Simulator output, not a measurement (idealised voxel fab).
The following is a process module called voxel air gaps.
The cross-section shown here is cut; it is 195 nm wide and divided into square cells measuring 5 nm on a side.
For the purposes of this document, a cross-section shall be understood as a grid of square cells, specified as bands listed in top-to-bottom order, each band consisting of one or more rows of cells.
For a band, the entry starts with two heights in nm, that of the top and then that of the bottom, and carries on with the band's materials in order from left to right, each alongside its width in nm; the word "all across" beside a single material means it fills the band edge to edge, and "empty" means empty space.
Height is counted from the level 0, under which the received wafer is composed throughout of one material. The lowest of the bands is not closed at the bottom but continues downward, in the notation "z 0 and below".
The width entry "30->40" should be interpreted row by row: the top row of cells in the band takes the first number, the bottom row takes the second number, and the change between adjacent rows is uniform throughout.
Step marked "remains unaltered"? Then no cell in the cross-section changed in it.
You'll see "Internal closed voids" listing empty spaces that have no way open to the top, as long as they're 8 cells or more; the notation is width x height at distance, where the distance is from the left edge, and all of it is in nm.
Note: text after step settings on the step line = simulator remark on that step.
"overlay nm", when on a step's line for a step with a mask, measures how far to the right of its planned place the mask lay; a negative measure means to the left.
The following list gives the planned process steps:
step 1: RECEIVE: material Si
step 2: CONFORMAL_DEP: material SiO2, thk nm 10
step 3: CONFORMAL_DEP: material SiN, thk nm 5
step 4: DIRECTIONAL_DEP: material SiO2, thk nm 35
step 5: MASKED_ETCH: tone open, mask id LINES, width nm 15, pitch nm 40, etch materials SiO2, depth nm 35, overlay nm 0
step 6: CONFORMAL_DEP: material TiN, thk nm 5
step 7: FILL_DEP: material W, thk nm 10
step 8: CMP: height nm 50
step 9: EPI: material Ru, thk nm 10
step 10: SELECTIVE_ETCH: etch materials SiO2, depth nm 45
step 11: CONFORMAL_DEP: material SiN, thk nm 5
Received-state cross-section, reflecting completion of step 1:
  z 0 and below  Si all across
  Internal closed voids: none
Cross-sectional result after module completion. Note: starting condition and plan are unchanged from above; one processing mistake was made:
  z 60 to 50  empty 40 | Ru 35 | empty 5 | Ru 35 | empty 5 | Ru 35 | empty 40
  z 50 to 20  empty 50 | TiN 5 | W 5 | TiN 5 | empty 25 | TiN 5 | W 5 | TiN 5 | empty 25 | TiN 5 | W 5 | TiN 5 | empty 50
  z 20 to 15  empty 50 | TiN 15 | empty 25 | TiN 15 | empty 25 | TiN 15 | empty 50
  z 15 to 10  SiN all across
  z 10 to 0  SiO2 all across
  z 0 and below  Si all across
  Internal closed voids: none
Deviation noted in wafer processing: not run: step 11 of the plan (skipped)
